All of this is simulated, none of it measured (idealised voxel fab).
Proc. module: voxel gate over fins
The figure presents cross-section cut, which has a width of 235 nm and is divided into square cells with an edge length of 5 nm.
Cross-section, as written here: a square-cell grid given band by band from the top down, where a band holds one or more rows of cells.
Band: top and bottom heights (nm) first, top before bottom; then materials from left to right, widths in nm. "all across" marks a sole material filling the band edge to edge. "air" denotes empty space.
Note: height 0 marks the level under which the wafer is uniformly one material as received. Lowest band unbounded below, written "top 0, no bottom".
Graded width ("30..40"): value in top row of band = first number; value in bottom row = second number; row-to-row change constant.
For the purposes of this document, the phrase "remains unaltered" attached to a step denotes that no cell within the cross-section was modified by that step.
Empty spaces without an open route to the top, at least 8 cells in extent, make up the entry "Catalogued sealed voids"; each is given as width x height at distance, where the distance is measured from the left edge, and all are in nm.
The remark found on a step's line after its settings is issued by the simulator itself and pertains to that step.
overlay nm: mask right of planned place by this much (step with mask). Neg. = left.
Process steps - plan:
| 1 | RECEIVE with material Si |
| 2 | CONFORMAL_DEP with material SiN, thk nm 5 |
| 3 | MASKED_ETCH with tone cover, mask id FINS, width nm 15, pitch nm 50, etch materials SiN, depth nm 5, overlay nm 0 |
| 4 | MASKED_ETCH with tone cover, mask id FINS, width nm 15, pitch nm 50, etch materials Si, depth nm 35, overlay nm 0 |
| 5 | FILL_DEP with material SiO2, thk nm 10 |
| 6 | CMP with height nm 5 |
| 7 | DIRECTIONAL_DEP with material aC, thk nm 10 |
| 8 | PATTERN with tone open, mask id RAIL, material resist, width nm 15, thk nm 30, overlay nm 0 |
| 9 | DIRECTIONAL_ETCH with etch materials aC, depth nm 10 |
| 10 | STRIP with etch materials resist |
| 11 | DIRECTIONAL_ETCH with etch materials SiO2, depth nm 35 |
| 12 | STRIP with etch materials aC |
| 13 | CONFORMAL_DEP with material TiN, thk nm 5 |
| 14 | FILL_DEP with material W, thk nm 10 |
| 15 | CMP with height nm 5 |
| 16 | SELECTIVE_ETCH with etch materials W Ru TiN, depth nm 20 |
| 17 | FILL_DEP with material SiO2, thk nm 5 |
| 18 | CMP with height nm 5 |
| 19 | SELECTIVE_ETCH with etch materials SiO2, depth nm 15 |
| 20 | STRIP with etch materials SiN |
| 21 | CONFORMAL_DEP with material HfO2, thk nm 5 |
| 22 | CONFORMAL_DEP with material TiN, thk nm 5 |
| 23 | CONFORMAL_DEP with material TiAl, thk nm 5 |
| 24 | CONFORMAL_DEP with material TiN, thk nm 5 |
| 25 | FILL_DEP with material W, thk nm 15 |
| 26 | CMP with height nm 30 |
| 27 | CONFORMAL_DEP with material SiCN, thk nm 10 |
Wafer as received: cross-section following step 1:
	top 0, no bottom | Si all across
	Catalogued sealed voids: none
The following cross-section depicts the wafer upon conclusion of the module. Processing commenced from the starting condition illustrated above and adhered to the plan illustrated above, save for one mistake in execution:
	top 40, bottom 30 | SiCN all across
	top 30, bottom 20 | W all across
	top 20, bottom 15 | W=15, TiN=205, W=15
	top 15, bottom 10 | W=15, TiN=5, TiAl=45, TiN=5, TiAl=45, TiN=5, TiAl=45, TiN=5, TiAl=45, TiN=5, W=15
	top 10, bottom 5 | TiN=20, TiAl=5, TiN=35, TiAl=5, TiN=5, TiAl=5, TiN=35, TiAl=5, TiN=5, TiAl=5, TiN=35, TiAl=5, TiN=5, TiAl=5, TiN=35, TiAl=5, TiN=20
	top 5, bottom 0 | TiAl=25, TiN=5, HfO2=25, TiN=5, TiAl=15, TiN=5, HfO2=25, TiN=5, TiAl=15, TiN=5, HfO2=25, TiN=5, TiAl=15, TiN=5, HfO2=25, TiN=5, TiAl=25
	top 0, bottom -5 | TiN=30, HfO2=5, Si=15, HfO2=5, TiN=25, HfO2=5, Si=15, HfO2=5, TiN=25, HfO2=5, Si=15, HfO2=5, TiN=25, HfO2=5, Si=15, HfO2=5, TiN=30
	top -5, bottom -10 | HfO2=35, Si=15, HfO2=35, Si=15, HfO2=35, Si=15, HfO2=35, Si=15, HfO2=35
	top -10, bottom -15 | SiO2=35, Si=15, SiO2=35, Si=15, SiO2=35, Si=15, SiO2=35, Si=15, SiO2=35
	top -15, bottom -25 | SiO2=35, Si=15, SiO2=5, TiN=5, W=5, TiN=5, SiO2=15, Si=15, SiO2=35, Si=15, SiO2=35, Si=15, SiO2=35
	top -25, bottom -30 | SiO2=35, Si=15, SiO2=5, TiN=15, SiO2=15, Si=15, SiO2=35, Si=15, SiO2=35, Si=15, SiO2=35
	top -30, bottom -35 | SiO2=35, Si=15, SiO2=35, Si=15, SiO2=35, Si=15, SiO2=35, Si=15, SiO2=35
	top -35, no bottom | Si all across
	Catalogued sealed voids: none
Deviation from plan: step 8 did not use the planned setting and instead ran as PATTERN with tone open, mask id RAIL, material resist, width nm 15, thk nm 30, overlay nm -5
